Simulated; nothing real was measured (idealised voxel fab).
Process module under the name voxel ribs on slabs
The cross-section shown here is cut; it is 265 nm wide and divided into square cells measuring 5 nm on a side.
A cross-section in this document is a grid of square cells, and it is written down as bands, the top band listed before the ones below it; a band is made up of one or more rows of cells.
Per band: top height and bottom height in nm, followed by the left-to-right materials and their widths in nm; "edge to edge" marks a single material spanning edge to edge, "empty" marks empty space.
Heights are measured from 0, the level below which the as-received wafer is all one material; the lowest band has no bottom and continues downward, written as in "top 0, no bottom".
The width entry "30..40" should be interpreted row by row: the top row of cells in the band takes the first number, the bottom row takes the second number, and the change between adjacent rows is uniform throughout.
"nothing altered" for a step: no cell of the cross-section changed in that step.
Entry "Trapped void list". Content: empty spaces with no open connection to the top, size 8 cells or greater. Each: width x height at distance. Distance: from left edge. Unit: nm.
If you see something after the settings on a step's line, that's the simulator's own remark about that step.
"overlay nm", when on a step's line for a step with a mask, measures how far to the right of its planned place the mask lay; a negative measure means to the left.

### Process steps (planned)
1,RECEIVE, material Si
2,DIRECTIONAL_DEP, material SiO2, thk nm 30
3,DIRECTIONAL_DEP, material polySi, thk nm 20
4,PATTERN, tone cover, mask id RIB, material resist, width nm 30, thk nm 15, overlay nm 0
5,DIRECTIONAL_ETCH, etch materials polySi, depth nm 5
6,STRIP, etch materials resist
7,MASKED_ETCH, tone cover, mask id SLAB, width nm 60, etch materials polySi, depth nm 15, overlay nm 0
8,FILL_DEP, material SiO2, thk nm 20
9,CMP, height nm 60
10,DIRECTIONAL_DEP, material TiN, thk nm 10
11,PATTERN, tone cover, mask id HEATER, material resist, width nm 40, thk nm 15, overlay nm 0
12,DIRECTIONAL_ETCH, etch materials TiN, depth nm 10
13,STRIP, etch materials resist
14,CONFORMAL_DEP, material SiN, thk nm 10

### First out of two wafers; run went to plan

### So this is the incoming wafer in cross-section - it's already been through step 1
    top 0, no bottom  Si edge to edge
    Trapped void list: none

### Wafer after step 2 (cross-section)
    top 30, bottom 0  SiO2 edge to edge
    Everything under 0 stays put, no change at all.

### Wafer after step 3 (cross-section)
    top 50, bottom 30  polySi edge to edge
    Everything under 30 stays put, no change at all.

### Wafer after step 4 (cross-section)
    top 65, bottom 50  empty=115 | resist=30 | empty=120
    Everything under 50 stays put, no change at all.

### Wafer after step 5 (cross-section)
    top 65, bottom 50  empty=115 | resist=30 | empty=120
    top 50, bottom 45  empty=115 | polySi=30 | empty=120
    Everything under 45 stays put, no change at all.

### Wafer after step 6 (cross-section)
    top 50, bottom 45  empty=115 | polySi=30 | empty=120
    Everything under 45 stays put, no change at all.

### Wafer after step 7 (cross-section)
    top 50, bottom 45  empty=115 | polySi=30 | empty=120
    top 45, bottom 30  empty=100 | polySi=60 | empty=105
    Everything under 30 stays put, no change at all.

### Wafer after step 8 (cross-section)
    top 70, bottom 50  SiO2 edge to edge
    top 50, bottom 45  SiO2=115 | polySi=30 | SiO2=120
    top 45, bottom 30  SiO2=100 | polySi=60 | SiO2=105
    Everything under 30 stays put, no change at all.

### Wafer after step 9 (cross-section)
    top 60, bottom 50  SiO2 edge to edge
    Everything under 50 stays put, no change at all.

### Wafer after step 10 (cross-section)
    top 70, bottom 60  TiN edge to edge
    Everything under 60 stays put, no change at all.

### Wafer after step 11 (cross-section)
    top 85, bottom 70  empty=110 | resist=40 | empty=115
    Everything under 70 stays put, no change at all.

### Wafer after step 12 (cross-section)
    top 85, bottom 70  empty=110 | resist=40 | empty=115
    top 70, bottom 60  empty=110 | TiN=40 | empty=115
    Everything under 60 stays put, no change at all.

### Wafer after step 13 (cross-section)
    top 70, bottom 60  empty=110 | TiN=40 | empty=115
    Everything under 60 stays put, no change at all.

### Wafer after step 14 (cross-section)
    top 80, bottom 70  empty=100 | SiN=60 | empty=105
    top 70, bottom 60  SiN=110 | TiN=40 | SiN=115
    Everything under 60 stays put, no change at all.

### Wafer two: like wafer one in start and plan, but with one mistake in execution; identical up to and including step 10

### Cross-section of the second wafer corresponding to the planned conclusion of step 11
    top 85, bottom 70  empty=105 | resist=50 | empty=110
    Everything under 70 stays put, no change at all.

### Cross-section of the second wafer corresponding to the planned conclusion of step 12
    top 85, bottom 70  empty=105 | resist=50 | empty=110
    top 70, bottom 60  empty=105 | TiN=50 | empty=110
    Everything under 60 stays put, no change at all.

### Cross-section of the second wafer corresponding to the planned conclusion of step 13
    top 70, bottom 60  empty=105 | TiN=50 | empty=110
    Everything under 60 stays put, no change at all.

### Cross-section of the second wafer corresponding to the planned conclusion of step 14
    top 80, bottom 70  empty=95 | SiN=70 | empty=100
    top 70, bottom 60  SiN=105 | TiN=50 | SiN=110
    Everything under 60 stays put, no change at all.
The mistake made against the process plan was this: step 11 did not happen as planned, as run it was PATTERN, tone cover, mask id HEATER, material resist, width nm 50, thk nm 15, overlay nm 0
In the final state, the cell counts of the second wafer exceed or fall short of those of the first for the following materials: TiN +4
